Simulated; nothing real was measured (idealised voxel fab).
Title: Process Module voxel ribs on slabs
Pictured: cross-section cut, 200 nm wide, on a grid of 5 nm square cells.
Cross-section spec: square-cell grid; bands listed top down; each band is one or more rows.
In this notation a band is specified by the heights of its top and bottom, in that order and in nm, after which its materials appear from left to right, each paired with its width in nm. The word "edge to edge" attached to a single material means that material fills the band from edge to edge; the word "air" stands for empty space.
Heights from 0 (as-received wafer is one material below). Bottom band endless downward, as "from 0 down".
A width such as "30..40" changes by the same amount from each row of cells to the next, from the band's top row to its bottom row.
What does "no change occurred" mean for a step? It means no cell of the cross-section changed in that step.
"Enclosed internal voids" lists enclosed empty spaces (at least 8 cells, no open path upward to the top), each as width x height at distance from the left edge, in nm.
Read whatever lies past the settings on a step's line as the simulator's own remark about the step.
Steps that use a mask can have "overlay nm" on their line. It says how far the mask sat to the right of where it was meant to be. Negative means to the left.
### So here's the lineup of process steps we planned
1 RECEIVE with material Si
2 DIRECTIONAL_DEP with material SiO2, thk nm 20
3 DIRECTIONAL_DEP with material polySi, thk nm 15
4 DIRECTIONAL_DEP with material aC, thk nm 10
5 PATTERN with tone cover, mask id RIB, material resist, width nm 30, thk nm 30, overlay nm 0
6 DIRECTIONAL_ETCH with etch materials aC, depth nm 10
7 STRIP with etch materials resist
8 DIRECTIONAL_ETCH with etch materials polySi, depth nm 10
9 STRIP with etch materials aC
10 MASKED_ETCH with tone cover, mask id SLAB, width nm 60, etch materials polySi, depth nm 5, overlay nm 0
11 FILL_DEP with material SiO2, thk nm 20
12 CMP with height nm 45
13 DIRECTIONAL_DEP with material TiN, thk nm 10
14 DIRECTIONAL_DEP with material aC, thk nm 10
15 PATTERN with tone cover, mask id HEATER, material resist, width nm 40, thk nm 30, overlay nm 0
16 DIRECTIONAL_ETCH with etch materials aC, depth nm 10
17 STRIP with etch materials resist
18 DIRECTIONAL_ETCH with etch materials TiN, depth nm 10
19 STRIP with etch materials aC
20 CONFORMAL_DEP with material SiO2, thk nm 5
### The first of two wafers, run as planned
### Cross-section of the incoming wafer, state after step 1
    from 0 down  Si edge to edge
    Enclosed internal voids: none
### Cross-section of the wafer after step 2
    from 20 to 0  SiO2 edge to edge
    Under the height 0 nothing was changed.
### Cross-section of the wafer after step 3
    from 35 to 20  polySi edge to edge
    Under the height 20 nothing was changed.
### Cross-section of the wafer after step 4
    from 45 to 35  aC edge to edge
    Under the height 35 nothing was changed.
### Cross-section of the wafer after step 5
    from 75 to 45  85 nm air | 30 nm resist | 85 nm air
    Under the height 45 nothing was changed.
### Cross-section of the wafer after step 6
    from 65 to 45  85 nm air | 30 nm resist | 85 nm air
    from 45 to 35  85 nm air | 30 nm aC | 85 nm air
    Under the height 35 nothing was changed.
### Cross-section of the wafer after step 7
    from 45 to 35  85 nm air | 30 nm aC | 85 nm air
    Under the height 35 nothing was changed.
### Cross-section of the wafer after step 8
    from 45 to 35  85 nm air | 30 nm aC | 85 nm air
    from 35 to 25  85 nm air | 30 nm polySi | 85 nm air
    Under the height 25 nothing was changed.
### Cross-section of the wafer after step 9
    from 35 to 25  85 nm air | 30 nm polySi | 85 nm air
    Under the height 25 nothing was changed.
### Cross-section of the wafer after step 10
    from 35 to 25  85 nm air | 30 nm polySi | 85 nm air
    from 25 to 20  70 nm air | 60 nm polySi | 70 nm air
    Under the height 20 nothing was changed.
### Cross-section of the wafer after step 11
    from 55 to 35  SiO2 edge to edge
    from 35 to 25  85 nm SiO2 | 30 nm polySi | 85 nm SiO2
    from 25 to 20  70 nm SiO2 | 60 nm polySi | 70 nm SiO2
    Under the height 20 nothing was changed.
### Cross-section of the wafer after step 12
    from 45 to 35  SiO2 edge to edge
    Under the height 35 nothing was changed.
### Cross-section of the wafer after step 13
    from 55 to 45  TiN edge to edge
    Under the height 45 nothing was changed.
### Cross-section of the wafer after step 14
    from 65 to 55  aC edge to edge
    Under the height 55 nothing was changed.
### Cross-section of the wafer after step 15
    from 95 to 65  80 nm air | 40 nm resist | 80 nm air
    Under the height 65 nothing was changed.
### Cross-section of the wafer after step 16
    from 85 to 65  80 nm air | 40 nm resist | 80 nm air
    from 65 to 55  80 nm air | 40 nm aC | 80 nm air
    Under the height 55 nothing was changed.
### Cross-section of the wafer after step 17
    from 65 to 55  80 nm air | 40 nm aC | 80 nm air
    Under the height 55 nothing was changed.
### Cross-section of the wafer after step 18
    from 65 to 55  80 nm air | 40 nm aC | 80 nm air
    from 55 to 45  80 nm air | 40 nm TiN | 80 nm air
    Under the height 45 nothing was changed.
### Cross-section of the wafer after step 19
    from 55 to 45  80 nm air | 40 nm TiN | 80 nm air
    Under the height 45 nothing was changed.
### Cross-section of the wafer after step 20
    from 60 to 55  75 nm air | 50 nm SiO2 | 75 nm air
    from 55 to 50  75 nm air | 5 nm SiO2 | 40 nm TiN | 5 nm SiO2 | 75 nm air
    from 50 to 45  80 nm SiO2 | 40 nm TiN | 80 nm SiO2
    Under the height 45 nothing was changed.
### Here the second wafer is described. Its start and its plan were those of the first wafer. Its run contained one mistake. Up to and including step 19, it did exactly what the first wafer did
### Here is the second wafer in cross-section at the point where step 20 of the plan should have been done
    from 70 to 60  65 nm air | 70 nm SiO2 | 65 nm air
    from 60 to 55  SiO2 edge to edge
    from 55 to 45  80 nm SiO2 | 40 nm TiN | 80 nm SiO2
    Under the height 45 nothing was changed.
What was the processing mistake? step 20 off recipe, ran as CONFORMAL_DEP with material SiO2, thk nm 15
Bottom line after processing is that, in cells, the second wafer is up or down on some materials versus the first: SiO2: 88 more
